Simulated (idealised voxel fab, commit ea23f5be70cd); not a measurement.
The name of this process module is voxel wiring stack.
Cross-sectional view cut (width: 195 nm; square cell size: 5 nm).
A cross-section is a grid of square cells, given in bands from the top down. A band is one or more rows of cells.
Each band's line starts with the height of the band's top and of its bottom, in nm. Then come its materials from left to right, each with its width in nm. One material with "full width" fills the band from edge to edge. "empty" is empty space.
We count height from 0. Below that, the starting wafer is all one material. The lowest band never ends at the bottom but goes on down; see "z 0 and below" for how that is written.
You'd read "30..40" like this: the band's top row of cells is as wide as the first number, its bottom row is as wide as the second, and going down, every row changes width by the same amount as the row before did.
Step marked "no alterations made"? Then no cell in the cross-section changed in it.
"Sealed internal voids": empty spaces of 8 cells or more with no open way to the top, each given as width x height at distance, distance from the left edge, all in nm.
The remark found on a step's line after its settings is issued by the simulator itself and pertains to that step.
overlay nm: on a step with a mask, how far right of its planned place the mask lay; negative means left.
### Process steps - plan
1. RECEIVE: material Si
2. CONFORMAL_DEP: material SiO2, thk nm 15
3. DIRECTIONAL_DEP: material TiN, thk nm 5
4. DIRECTIONAL_DEP: material W, thk nm 15
5. MASKED_ETCH: tone cover, mask id METAL_1, width nm 30, pitch nm 50, etch materials W, depth nm 15, overlay nm 0
6. MASKED_ETCH: tone cover, mask id METAL_1, width nm 30, pitch nm 50, etch materials TiN, depth nm 5, overlay nm 0
7. CONFORMAL_DEP: material SiN, thk nm 5
8. FILL_DEP: material SiO2, thk nm 5
9. CMP: height nm 35
10. CONFORMAL_DEP: material SiCN, thk nm 5
11. DIRECTIONAL_DEP: material SiO2, thk nm 10
12. MASKED_ETCH: tone open, mask id PLUG_1, width nm 15, pitch nm 50, etch materials SiO2, depth nm 10, overlay nm 0
13. MASKED_ETCH: tone open, mask id PLUG_1, width nm 15, pitch nm 50, etch materials SiCN, depth nm 5, overlay nm 0
14. EPI: material Ru, thk nm 10
15. EPI: material Ru, thk nm 5
16. CONFORMAL_DEP: material SiN, thk nm 5
17. DIRECTIONAL_DEP: material lowk, thk nm 20
18. DIRECTIONAL_DEP: material aC, thk nm 15
19. PATTERN: tone open, mask id METAL_2, material resist, width nm 30, pitch nm 50, thk nm 35, overlay nm 0
20. DIRECTIONAL_ETCH: etch materials aC, depth nm 15
21. STRIP: etch materials resist
22. DIRECTIONAL_ETCH: etch materials lowk, depth nm 20
23. DIRECTIONAL_ETCH: etch materials SiN, depth nm 5
24. STRIP: etch materials aC
25. CONFORMAL_DEP: material TiN, thk nm 5
26. FILL_DEP: material Cu, thk nm 10
27. CMP: height nm 75
28. EPI: material Ru, thk nm 5
29. FILL_DEP: material SiCN, thk nm 5
### The first of a set of two wafers, run to plan
### Here's what the wafer looked like in cross-section when it arrived - that's after step 1
z 0 and below | Si full width
Sealed internal voids: none
### After step 2: wafer cross-section
z 15 to 0 | SiO2 full width
Unchanged below 0.
### After step 3: wafer cross-section
z 20 to 15 | TiN full width
Unchanged below 15.
### After step 4: wafer cross-section
z 35 to 20 | W full width
Unchanged below 20.
### After step 5: wafer cross-section
z 35 to 20 | 30 nm empty | 30 nm W | 20 nm empty | 30 nm W | 20 nm empty | 30 nm W | 35 nm empty
Unchanged below 20.
### After step 6: wafer cross-section
z 35 to 20 | 30 nm empty | 30 nm W | 20 nm empty | 30 nm W | 20 nm empty | 30 nm W | 35 nm empty
z 20 to 15 | 30 nm empty | 30 nm TiN | 20 nm empty | 30 nm TiN | 20 nm empty | 30 nm TiN | 35 nm empty
Unchanged below 15.
### After step 7: wafer cross-section
z 40 to 35 | 25 nm empty | 40 nm SiN | 10 nm empty | 40 nm SiN | 10 nm empty | 40 nm SiN | 30 nm empty
z 35 to 20 | 25 nm empty | 5 nm SiN | 30 nm W | 5 nm SiN | 10 nm empty | 5 nm SiN | 30 nm W | 5 nm SiN | 10 nm empty | 5 nm SiN | 30 nm W | 5 nm SiN | 30 nm empty
z 20 to 15 | 30 nm SiN | 30 nm TiN | 20 nm SiN | 30 nm TiN | 20 nm SiN | 30 nm TiN | 35 nm SiN
Unchanged below 15.
### After step 8: wafer cross-section
z 45 to 40 | SiO2 full width
z 40 to 35 | 25 nm SiO2 | 40 nm SiN | 10 nm SiO2 | 40 nm SiN | 10 nm SiO2 | 40 nm SiN | 30 nm SiO2
z 35 to 20 | 25 nm SiO2 | 5 nm SiN | 30 nm W | 5 nm SiN | 10 nm SiO2 | 5 nm SiN | 30 nm W | 5 nm SiN | 10 nm SiO2 | 5 nm SiN | 30 nm W | 5 nm SiN | 30 nm SiO2
Unchanged below 20.
### After step 9: wafer cross-section
z 35 to 20 | 25 nm SiO2 | 5 nm SiN | 30 nm W | 5 nm SiN | 10 nm SiO2 | 5 nm SiN | 30 nm W | 5 nm SiN | 10 nm SiO2 | 5 nm SiN | 30 nm W | 5 nm SiN | 30 nm SiO2
Unchanged below 20.
### After step 10: wafer cross-section
z 40 to 35 | SiCN full width
Unchanged below 35.
### After step 11: wafer cross-section
z 50 to 40 | SiO2 full width
Unchanged below 40.
### After step 12: wafer cross-section
z 50 to 40 | 30 nm SiO2 | 15 nm empty | 35 nm SiO2 | 15 nm empty | 35 nm SiO2 | 15 nm empty | 50 nm SiO2
Unchanged below 40.
### After step 13: wafer cross-section
z 50 to 40 | 30 nm SiO2 | 15 nm empty | 35 nm SiO2 | 15 nm empty | 35 nm SiO2 | 15 nm empty | 50 nm SiO2
z 40 to 35 | 30 nm SiCN | 15 nm empty | 35 nm SiCN | 15 nm empty | 35 nm SiCN | 15 nm empty | 50 nm SiCN
Unchanged below 35.
### After step 14: wafer cross-section
z 50 to 45 | 30 nm SiO2 | 15 nm empty | 35 nm SiO2 | 15 nm empty | 35 nm SiO2 | 15 nm empty | 50 nm SiO2
z 45 to 40 | 30 nm SiO2 | 15 nm Ru | 35 nm SiO2 | 15 nm Ru | 35 nm SiO2 | 15 nm Ru | 50 nm SiO2
z 40 to 35 | 30 nm SiCN | 15 nm Ru | 35 nm SiCN | 15 nm Ru | 35 nm SiCN | 15 nm Ru | 50 nm SiCN
Unchanged below 35.
### After step 15: wafer cross-section
z 50 to 40 | 30 nm SiO2 | 15 nm Ru | 35 nm SiO2 | 15 nm Ru | 35 nm SiO2 | 15 nm Ru | 50 nm SiO2
Unchanged below 40.
### After step 16: wafer cross-section
z 55 to 50 | SiN full width
Unchanged below 50.
### After step 17: wafer cross-section
z 75 to 55 | lowk full width
Unchanged below 55.
### After step 18: wafer cross-section
z 90 to 75 | aC full width
Unchanged below 75.
### After step 19: wafer cross-section
z 125 to 90 | 30 nm resist | 30 nm empty | 20 nm resist | 30 nm empty | 20 nm resist | 30 nm empty | 35 nm resist
Unchanged below 90.
### After step 20: wafer cross-section
z 110 to 90 | 30 nm resist | 30 nm empty | 20 nm resist | 30 nm empty | 20 nm resist | 30 nm empty | 35 nm resist
z 90 to 75 | 30 nm aC | 30 nm empty | 20 nm aC | 30 nm empty | 20 nm aC | 30 nm empty | 35 nm aC
Unchanged below 75.
### After step 21: wafer cross-section
z 90 to 75 | 30 nm aC | 30 nm empty | 20 nm aC | 30 nm empty | 20 nm aC | 30 nm empty | 35 nm aC
Unchanged below 75.
### After step 22: wafer cross-section
z 90 to 75 | 30 nm aC | 30 nm empty | 20 nm aC | 30 nm empty | 20 nm aC | 30 nm empty | 35 nm aC
z 75 to 55 | 30 nm lowk | 30 nm empty | 20 nm lowk | 30 nm empty | 20 nm lowk | 30 nm empty | 35 nm lowk
Unchanged below 55.
### After step 23: wafer cross-section
z 90 to 75 | 30 nm aC | 30 nm empty | 20 nm aC | 30 nm empty | 20 nm aC | 30 nm empty | 35 nm aC
z 75 to 55 | 30 nm lowk | 30 nm empty | 20 nm lowk | 30 nm empty | 20 nm lowk | 30 nm empty | 35 nm lowk
z 55 to 50 | 30 nm SiN | 30 nm empty | 20 nm SiN | 30 nm empty | 20 nm SiN | 30 nm empty | 35 nm SiN
Unchanged below 50.
### After step 24: wafer cross-section
z 75 to 55 | 30 nm lowk | 30 nm empty | 20 nm lowk | 30 nm empty | 20 nm lowk | 30 nm empty | 35 nm lowk
Unchanged below 55.
### After step 25: wafer cross-section
z 80 to 75 | 35 nm TiN | 20 nm empty | 30 nm TiN | 20 nm empty | 30 nm TiN | 20 nm empty | 40 nm TiN
z 75 to 55 | 30 nm lowk | 5 nm TiN | 20 nm empty | 5 nm TiN | 20 nm lowk | 5 nm TiN | 20 nm empty | 5 nm TiN | 20 nm lowk | 5 nm TiN | 20 nm empty | 5 nm TiN | 35 nm lowk
z 55 to 50 | 30 nm SiN | 30 nm TiN | 20 nm SiN | 30 nm TiN | 20 nm SiN | 30 nm TiN | 35 nm SiN
Unchanged below 50.
### After step 26: wafer cross-section
z 90 to 80 | Cu full width
z 80 to 75 | 35 nm TiN | 20 nm Cu | 30 nm TiN | 20 nm Cu | 30 nm TiN | 20 nm Cu | 40 nm TiN
z 75 to 55 | 30 nm lowk | 5 nm TiN | 20 nm Cu | 5 nm TiN | 20 nm lowk | 5 nm TiN | 20 nm Cu | 5 nm TiN | 20 nm lowk | 5 nm TiN | 20 nm Cu | 5 nm TiN | 35 nm lowk
Unchanged below 55.
### After step 27: wafer cross-section
z 75 to 55 | 30 nm lowk | 5 nm TiN | 20 nm Cu | 5 nm TiN | 20 nm lowk | 5 nm TiN | 20 nm Cu | 5 nm TiN | 20 nm lowk | 5 nm TiN | 20 nm Cu | 5 nm TiN | 35 nm lowk
Unchanged below 55.
### After step 28: wafer cross-section
z 80 to 75 | 25 nm empty | 40 nm Ru | 10 nm empty | 40 nm Ru | 10 nm empty | 40 nm Ru | 30 nm empty
Unchanged below 75.
### After step 29: wafer cross-section
z 85 to 80 | SiCN full width
z 80 to 75 | 25 nm SiCN | 40 nm Ru | 10 nm SiCN | 40 nm Ru | 10 nm SiCN | 40 nm Ru | 30 nm SiCN
Unchanged below 75.
### Okay, second wafer. Nothing different at the start, nothing different in the plan, just one mistake somewhere in the running. As far as step 16, counting that step, it's the first wafer all over again
### Cross-sectional view of the second wafer at the intended end time of process step 17
z 70 to 55 | lowk full width
Unchanged below 55.
### Cross-sectional view of the second wafer at the intended end time of process step 18
z 85 to 70 | aC full width
Unchanged below 70.
### Cross-sectional view of the second wafer at the intended end time of process step 19
z 120 to 85 | 30 nm resist | 30 nm empty | 20 nm resist | 30 nm empty | 20 nm resist | 30 nm empty | 35 nm resist
Unchanged below 85.
### Cross-sectional view of the second wafer at the intended end time of process step 20
z 105 to 85 | 30 nm resist | 30 nm empty | 20 nm resist | 30 nm empty | 20 nm resist | 30 nm empty | 35 nm resist
z 85 to 70 | 30 nm aC | 30 nm empty | 20 nm aC | 30 nm empty | 20 nm aC | 30 nm empty | 35 nm aC
Unchanged below 70.
### Cross-sectional view of the second wafer at the intended end time of process step 21
z 85 to 70 | 30 nm aC | 30 nm empty | 20 nm aC | 30 nm empty | 20 nm aC | 30 nm empty | 35 nm aC
Unchanged below 70.
### Cross-sectional view of the second wafer at the intended end time of process step 22
z 85 to 70 | 30 nm aC | 30 nm empty | 20 nm aC | 30 nm empty | 20 nm aC | 30 nm empty | 35 nm aC
z 70 to 55 | 30 nm lowk | 30 nm empty | 20 nm lowk | 30 nm empty | 20 nm lowk | 30 nm empty | 35 nm lowk
Unchanged below 55.
### Cross-sectional view of the second wafer at the intended end time of process step 23
z 85 to 70 | 30 nm aC | 30 nm empty | 20 nm aC | 30 nm empty | 20 nm aC | 30 nm empty | 35 nm aC
z 70 to 55 | 30 nm lowk | 30 nm empty | 20 nm lowk | 30 nm empty | 20 nm lowk | 30 nm empty | 35 nm lowk
z 55 to 50 | 30 nm SiN | 30 nm empty | 20 nm SiN | 30 nm empty | 20 nm SiN | 30 nm empty | 35 nm SiN
Unchanged below 50.
### Cross-sectional view of the second wafer at the intended end time of process step 24
z 70 to 55 | 30 nm lowk | 30 nm empty | 20 nm lowk | 30 nm empty | 20 nm lowk | 30 nm empty | 35 nm lowk
Unchanged below 55.
### Cross-sectional view of the second wafer at the intended end time of process step 25
z 75 to 70 | 35 nm TiN | 20 nm empty | 30 nm TiN | 20 nm empty | 30 nm TiN | 20 nm empty | 40 nm TiN
z 70 to 55 | 30 nm lowk | 5 nm TiN | 20 nm empty | 5 nm TiN | 20 nm lowk | 5 nm TiN | 20 nm empty | 5 nm TiN | 20 nm lowk | 5 nm TiN | 20 nm empty | 5 nm TiN | 35 nm lowk
z 55 to 50 | 30 nm SiN | 30 nm TiN | 20 nm SiN | 30 nm TiN | 20 nm SiN | 30 nm TiN | 35 nm SiN
Unchanged below 50.
### Cross-sectional view of the second wafer at the intended end time of process step 26
z 85 to 75 | Cu full width
z 75 to 70 | 35 nm TiN | 20 nm Cu | 30 nm TiN | 20 nm Cu | 30 nm TiN | 20 nm Cu | 40 nm TiN
z 70 to 55 | 30 nm lowk | 5 nm TiN | 20 nm Cu | 5 nm TiN | 20 nm lowk | 5 nm TiN | 20 nm Cu | 5 nm TiN | 20 nm lowk | 5 nm TiN | 20 nm Cu | 5 nm TiN | 35 nm lowk
Unchanged below 55.
### Cross-sectional view of the second wafer at the intended end time of process step 27
z 75 to 70 | 35 nm TiN | 20 nm Cu | 30 nm TiN | 20 nm Cu | 30 nm TiN | 20 nm Cu | 40 nm TiN
Unchanged below 70.
### Cross-sectional view of the second wafer at the intended end time of process step 28
z 80 to 75 | Ru full width
Unchanged below 75.
### Cross-sectional view of the second wafer at the intended end time of process step 29
z 85 to 80 | SiCN full width
Unchanged below 80.
Deviation from plan: in deviation from the planned setting, step 17 was conducted as DIRECTIONAL_DEP: material lowk, thk nm 15
Final difference in cells, second wafer against first, listed per material as more or fewer: Ru: 15 more, SiCN: 15 fewer, TiN: 21 more, lowk: 21 fewer
